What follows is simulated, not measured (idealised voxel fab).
Name of the process module below: voxel ribs on slabs
It is cross-section cut that appears here, measuring 265 nm in width, its square cells being 5 nm in size.
Cross-sections here: square-cell grids, written as top-down lists of bands, a band being one or more rows of cells.
It is stipulated that each band's entry specify, in nanometres, the height of the top of the band and then that of its bottom, followed by the materials of the band in left-to-right sequence, each together with its width in nanometres. A single material marked by the word "throughout" is understood to fill the band from edge to edge; the word "empty" is understood to denote empty space.
Ref level 0: as-received wafer is one material below here. Bottom band extends down with no lower bound ("0 down").
Width "30..40": first value at the band's top row of cells, second value at its bottom row, equal change from row to row.
Any step labelled "same as before" changed none of the cells in the cross-section.
If an empty space has no open way to the top and is at least 8 cells in size, "Enclosed void listing" lists it, written width x height at distance, where distance is measured from the left edge and every value is in nm.
Formally, on a step line, whatever follows the settings is a remark that the simulator itself makes on the step.
overlay nm: right-of-plan distance of the mask on a masked step; negative values mean left-of-plan.
# Listed below are the process steps as planned
1: RECEIVE, material Si
2: DIRECTIONAL_DEP, material SiO2, thk nm 30
3: DIRECTIONAL_DEP, material polySi, thk nm 20
4: PATTERN, tone cover, mask id RIB, material resist, width nm 25, thk nm 20, overlay nm 0
5: DIRECTIONAL_ETCH, etch materials polySi, depth nm 10
6: STRIP, etch materials resist
7: MASKED_ETCH, tone cover, mask id SLAB, width nm 65, etch materials polySi, depth nm 10, overlay nm 0
8: FILL_DEP, material SiO2, thk nm 15
9: CMP, height nm 60
10: DIRECTIONAL_DEP, material W, thk nm 5
11: MASKED_ETCH, tone cover, mask id HEATER, width nm 35, etch materials W, depth nm 5, overlay nm 0
12: CONFORMAL_DEP, material SiN, thk nm 10
# On the first of the two wafers: run conducted according to plan
# Received-state cross-section, reflecting completion of step 1
0 down = Si throughout
Enclosed void listing: none
# Cross-section of the wafer after step 2
30 to 0 = SiO2 throughout
Nothing below the height 0 has changed.
# Cross-section of the wafer after step 3
50 to 30 = polySi throughout
Nothing below the height 30 has changed.
# Cross-section of the wafer after step 4
70 to 50 = empty 120 nm  resist 25 nm  empty 120 nm
Nothing below the height 50 has changed.
# Cross-section of the wafer after step 5
70 to 50 = empty 120 nm  resist 25 nm  empty 120 nm
50 to 40 = empty 120 nm  polySi 25 nm  empty 120 nm
Nothing below the height 40 has changed.
# Cross-section of the wafer after step 6
50 to 40 = empty 120 nm  polySi 25 nm  empty 120 nm
Nothing below the height 40 has changed.
# Cross-section of the wafer after step 7
50 to 40 = empty 120 nm  polySi 25 nm  empty 120 nm
40 to 30 = empty 100 nm  polySi 65 nm  empty 100 nm
Nothing below the height 30 has changed.
# Cross-section of the wafer after step 8
65 to 50 = SiO2 throughout
50 to 40 = SiO2 120 nm  polySi 25 nm  SiO2 120 nm
40 to 30 = SiO2 100 nm  polySi 65 nm  SiO2 100 nm
Nothing below the height 30 has changed.
# Cross-section of the wafer after step 9
60 to 50 = SiO2 throughout
Nothing below the height 50 has changed.
# Cross-section of the wafer after step 10
65 to 60 = W throughout
Nothing below the height 60 has changed.
# Cross-section of the wafer after step 11
65 to 60 = empty 115 nm  W 35 nm  empty 115 nm
Nothing below the height 60 has changed.
# Cross-section of the wafer after step 12
75 to 70 = empty 105 nm  SiN 55 nm  empty 105 nm
70 to 65 = SiN throughout
65 to 60 = SiN 115 nm  W 35 nm  SiN 115 nm
Nothing below the height 60 has changed.
# Companion wafer, the second of two: same beginning, same intended sequence, one mistake in carrying it out; through step 1 inclusive it tracks the first exactly
# The second wafer cut through, at the time step 2 was supposed to be finished
20 to 0 = polySi throughout
Nothing below the height 0 has changed.
# The second wafer cut through, at the time step 3 was supposed to be finished
50 to 20 = SiO2 throughout
Nothing below the height 20 has changed.
# The second wafer cut through, at the time step 4 was supposed to be finished
70 to 50 = empty 120 nm  resist 25 nm  empty 120 nm
Nothing below the height 50 has changed.
The second wafer cut through, at the time step 5 was supposed to be finished: same as before
# The second wafer cut through, at the time step 6 was supposed to be finished
50 to 20 = SiO2 throughout
Nothing below the height 20 has changed.
The second wafer cut through, at the time step 7 was supposed to be finished: same as before
# The second wafer cut through, at the time step 8 was supposed to be finished
65 to 20 = SiO2 throughout
Nothing below the height 20 has changed.
# The second wafer cut through, at the time step 9 was supposed to be finished
60 to 20 = SiO2 throughout
Nothing below the height 20 has changed.
# The second wafer cut through, at the time step 10 was supposed to be finished
65 to 60 = W throughout
Nothing below the height 60 has changed.
# The second wafer cut through, at the time step 11 was supposed to be finished
65 to 60 = empty 115 nm  W 35 nm  empty 115 nm
Nothing below the height 60 has changed.
# The second wafer cut through, at the time step 12 was supposed to be finished
75 to 70 = empty 105 nm  SiN 55 nm  empty 105 nm
70 to 65 = SiN throughout
65 to 60 = SiN 115 nm  W 35 nm  SiN 115 nm
Nothing below the height 60 has changed.
Where did the run depart from the plan? sequence error: steps 2 and 3 interchanged
Bottom line after processing is that, in cells, the second wafer is up or down on some materials versus the first: SiO2: 176 fewer | polySi: 176 more
